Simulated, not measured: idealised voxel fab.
process module | voxel spacer lines
cross-section cut | 265 nm wide | cells 5 nm
A cross-section is a grid of square cells, given in bands from the top down. A band is one or more rows of cells.
Each band's line starts with the height of the band's top and of its bottom, in nm. Then come its materials from left to right, each with its width in nm. One material with "throughout" fills the band from edge to edge. "air" is empty space.
Height 0 is the level under which the wafer as received is all one material. The lowest band goes on downwards, as in "0 down".
A width such as "30 to 40" changes by the same amount from each row of cells to the next, from the band's top row to its bottom row.
"no change" after a step means that no cell of the cross-section changed.
closed voids: empty space of 8 cells or more with no open way to the top, each as width x height at its distance from the left edge, in nm
after a step's settings: what the simulator itself notes on the step
overlay nm, on a step with a mask: how far to the right of its planned place the mask lay; to the left if negative
plan
1 op RECEIVE | material Si
2 op CONFORMAL_DEP | material Al2O3 | thk nm 5
3 op DIRECTIONAL_DEP | material W | thk nm 20
4 op DIRECTIONAL_DEP | material polySi | thk nm 25
5 op PATTERN | tone cover | mask id MANDREL | material resist | width nm 25 | pitch nm 80 | thk nm 30 | overlay nm 0
6 op DIRECTIONAL_ETCH | etch materials polySi | depth nm 25
7 op STRIP | etch materials resist
8 op CONFORMAL_DEP | material SiN | thk nm 15
9 op DIRECTIONAL_ETCH | etch materials SiN | depth nm 15
10 op STRIP | etch materials polySi
11 op DIRECTIONAL_ETCH | etch materials W | depth nm 20
12 op STRIP | etch materials SiN
13 op FILL_DEP | material SiO2 | thk nm 5
14 op CMP | height nm 25
first wafer, as planned
as received, after step 1
  0 down: Si throughout
  closed voids: none
after step 2
  5 to 0: Al2O3 throughout
  below 0: unchanged
after step 3
  25 to 5: W throughout
  below 5: unchanged
after step 4
  50 to 25: polySi throughout
  below 25: unchanged
after step 5
  80 to 50: air 40 | resist 25 | air 55 | resist 25 | air 55 | resist 25 | air 40
  below 50: unchanged
after step 6
  80 to 50: air 40 | resist 25 | air 55 | resist 25 | air 55 | resist 25 | air 40
  50 to 25: air 40 | polySi 25 | air 55 | polySi 25 | air 55 | polySi 25 | air 40
  below 25: unchanged
after step 7
  50 to 25: air 40 | polySi 25 | air 55 | polySi 25 | air 55 | polySi 25 | air 40
  below 25: unchanged
after step 8
  65 to 50: air 25 | SiN 55 | air 25 | SiN 55 | air 25 | SiN 55 | air 25
  50 to 40: air 25 | SiN 15 | polySi 25 | SiN 15 | air 25 | SiN 15 | polySi 25 | SiN 15 | air 25 | SiN 15 | polySi 25 | SiN 15 | air 25
  40 to 25: SiN 40 | polySi 25 | SiN 55 | polySi 25 | SiN 55 | polySi 25 | SiN 40
  below 25: unchanged
after step 9
  50 to 25: air 25 | SiN 15 | polySi 25 | SiN 15 | air 25 | SiN 15 | polySi 25 | SiN 15 | air 25 | SiN 15 | polySi 25 | SiN 15 | air 25
  below 25: unchanged
after step 10
  50 to 25: air 25 | SiN 15 | air 25 | SiN 15 | air 25 | SiN 15 | air 25 | SiN 15 | air 25 | SiN 15 | air 25 | SiN 15 | air 25
  below 25: unchanged
after step 11
  50 to 25: air 25 | SiN 15 | air 25 | SiN 15 | air 25 | SiN 15 | air 25 | SiN 15 | air 25 | SiN 15 | air 25 | SiN 15 | air 25
  25 to 5: air 25 | W 15 | air 25 | W 15 | air 25 | W 15 | air 25 | W 15 | air 25 | W 15 | air 25 | W 15 | air 25
  below 5: unchanged
after step 12
  25 to 5: air 25 | W 15 | air 25 | W 15 | air 25 | W 15 | air 25 | W 15 | air 25 | W 15 | air 25 | W 15 | air 25
  below 5: unchanged
after step 13
  30 to 25: SiO2 throughout
  25 to 5: SiO2 25 | W 15 | SiO2 25 | W 15 | SiO2 25 | W 15 | SiO2 25 | W 15 | SiO2 25 | W 15 | SiO2 25 | W 15 | SiO2 25
  below 5: unchanged
after step 14
  25 to 5: SiO2 25 | W 15 | SiO2 25 | W 15 | SiO2 25 | W 15 | SiO2 25 | W 15 | SiO2 25 | W 15 | SiO2 25 | W 15 | SiO2 25
  below 5: unchanged
second wafer: like start, like plan, one mistake. Through step 12 it matches the first wafer
when step 13 should have ended
  30 to 25: polySi throughout
  25 to 5: polySi 25 | W 15 | polySi 25 | W 15 | polySi 25 | W 15 | polySi 25 | W 15 | polySi 25 | W 15 | polySi 25 | W 15 | polySi 25
  below 5: unchanged
when step 14 should have ended
  25 to 5: polySi 25 | W 15 | polySi 25 | W 15 | polySi 25 | W 15 | polySi 25 | W 15 | polySi 25 | W 15 | polySi 25 | W 15 | polySi 25
  below 5: unchanged
what went wrong: step 13 ran as: op FILL_DEP | material polySi | thk nm 5
at the end the second wafer has, in cells: 140 fewer of SiO2 | 140 more of polySi
